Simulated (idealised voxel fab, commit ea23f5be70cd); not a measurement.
process module | voxel wiring stack
cross-section cut | 175 nm wide | cells 5 nm
A cross-section is a grid of square cells, given in bands from the top down. A band is one or more rows of cells.
Each band's line starts with the height of the band's top and of its bottom, in nm. Then come its materials from left to right, each with its width in nm. One material with "throughout" fills the band from edge to edge. "air" is empty space.
Height 0 is the level under which the wafer as received is all one material. The lowest band goes on downwards, as in "0 down".
A width such as "30 to 40" changes by the same amount from each row of cells to the next, from the band's top row to its bottom row.
"no change" after a step means that no cell of the cross-section changed.
closed voids: empty space of 8 cells or more with no open way to the top, each as width x height at its distance from the left edge, in nm
after a step's settings: what the simulator itself notes on the step
overlay nm, on a step with a mask: how far to the right of its planned place the mask lay; to the left if negative
plan
1 op RECEIVE | material Si
2 op CONFORMAL_DEP | material SiO2 | thk nm 15
3 op DIRECTIONAL_DEP | material TiN | thk nm 5
4 op DIRECTIONAL_DEP | material Ru | thk nm 15
5 op MASKED_ETCH | tone cover | mask id METAL_1 | width nm 20 | pitch nm 40 | etch materials Ru | depth nm 15 | overlay nm 0
6 op MASKED_ETCH | tone cover | mask id METAL_1 | width nm 20 | pitch nm 40 | etch materials TiN | depth nm 5 | overlay nm 0
7 op CONFORMAL_DEP | material SiN | thk nm 5
8 op FILL_DEP | material SiO2 | thk nm 10
9 op CMP | height nm 35
10 op CONFORMAL_DEP | material SiCN | thk nm 5
11 op DIRECTIONAL_DEP | material SiO2 | thk nm 20
12 op DIRECTIONAL_DEP | material aC | thk nm 10
13 op PATTERN | tone open | mask id PLUG_1 | material resist | width nm 15 | pitch nm 80 | thk nm 30 | overlay nm 0
14 op DIRECTIONAL_ETCH | etch materials aC | depth nm 10
15 op STRIP | etch materials resist
16 op DIRECTIONAL_ETCH | etch materials SiO2 | depth nm 20
17 op DIRECTIONAL_ETCH | etch materials SiCN | depth nm 5
18 op STRIP | etch materials aC
19 op CONFORMAL_DEP | material TiN | thk nm 5
20 op FILL_DEP | material Ru | thk nm 5
21 op CMP | height nm 60
22 op CONFORMAL_DEP | material SiCN | thk nm 5
23 op DIRECTIONAL_DEP | material SiO2 | thk nm 15
24 op MASKED_ETCH | tone open | mask id METAL_2 | width nm 20 | pitch nm 40 | etch materials SiO2 | depth nm 15 | overlay nm 0
25 op MASKED_ETCH | tone open | mask id METAL_2 | width nm 20 | pitch nm 40 | etch materials SiCN | depth nm 5 | overlay nm 0
26 op CONFORMAL_DEP | material TiN | thk nm 5
27 op FILL_DEP | material Ru | thk nm 5
28 op CMP | height nm 80
29 op CONFORMAL_DEP | material SiCN | thk nm 5
as received, after step 1
  0 down: Si throughout
  closed voids: none
first wafer at the end, as planned
  85 to 80: SiCN throughout
  80 to 65: SiO2 35 | TiN 5 | Ru 10 | TiN 5 | SiO2 20 | TiN 5 | Ru 10 | TiN 5 | SiO2 20 | TiN 5 | Ru 10 | TiN 5 | SiO2 40
  65 to 60: SiCN 35 | TiN 20 | SiCN 20 | TiN 20 | SiCN 20 | TiN 20 | SiCN 40
  60 to 40: SiO2 35 | TiN 5 | Ru 5 | TiN 5 | SiO2 65 | TiN 5 | Ru 5 | TiN 5 | SiO2 45
  40 to 35: SiCN 35 | TiN 15 | SiCN 65 | TiN 15 | SiCN 45
  35 to 20: SiO2 30 | SiN 5 | Ru 20 | SiN 5 | SiO2 10 | SiN 5 | Ru 20 | SiN 5 | SiO2 10 | SiN 5 | Ru 20 | SiN 5 | SiO2 35
  20 to 15: SiN 35 | TiN 20 | SiN 20 | TiN 20 | SiN 20 | TiN 20 | SiN 40
  15 to 0: SiO2 throughout
  0 down: Si throughout
  closed voids: none
second wafer at the end: like start, like plan, one mistake
  85 to 80: SiCN throughout
  80 to 65: SiO2 40 | TiN 5 | Ru 5 | TiN 5 | SiO2 25 | TiN 5 | Ru 5 | TiN 5 | SiO2 25 | TiN 5 | Ru 5 | TiN 5 | SiO2 40
  65 to 60: SiCN 40 | TiN 15 | SiCN 25 | TiN 15 | SiCN 25 | TiN 15 | SiCN 40
  60 to 40: SiO2 35 | TiN 5 | Ru 5 | TiN 5 | SiO2 65 | TiN 5 | Ru 5 | TiN 5 | SiO2 45
  40 to 35: SiCN 35 | TiN 15 | SiCN 65 | TiN 15 | SiCN 45
  35 to 20: SiO2 30 | SiN 5 | Ru 20 | SiN 5 | SiO2 10 | SiN 5 | Ru 20 | SiN 5 | SiO2 10 | SiN 5 | Ru 20 | SiN 5 | SiO2 35
  20 to 15: SiN 35 | TiN 20 | SiN 20 | TiN 20 | SiN 20 | TiN 20 | SiN 40
  15 to 0: SiO2 throughout
  0 down: Si throughout
  closed voids: none
what went wrong: step 24 ran as: op MASKED_ETCH | tone open | mask id METAL_2 | width nm 15 | pitch nm 40 | etch materials SiO2 | depth nm 15 | overlay nm 0
at the end the second wafer has, in cells: 9 fewer of Ru | 3 more of SiCN | 9 more of SiO2 | 3 fewer of TiN
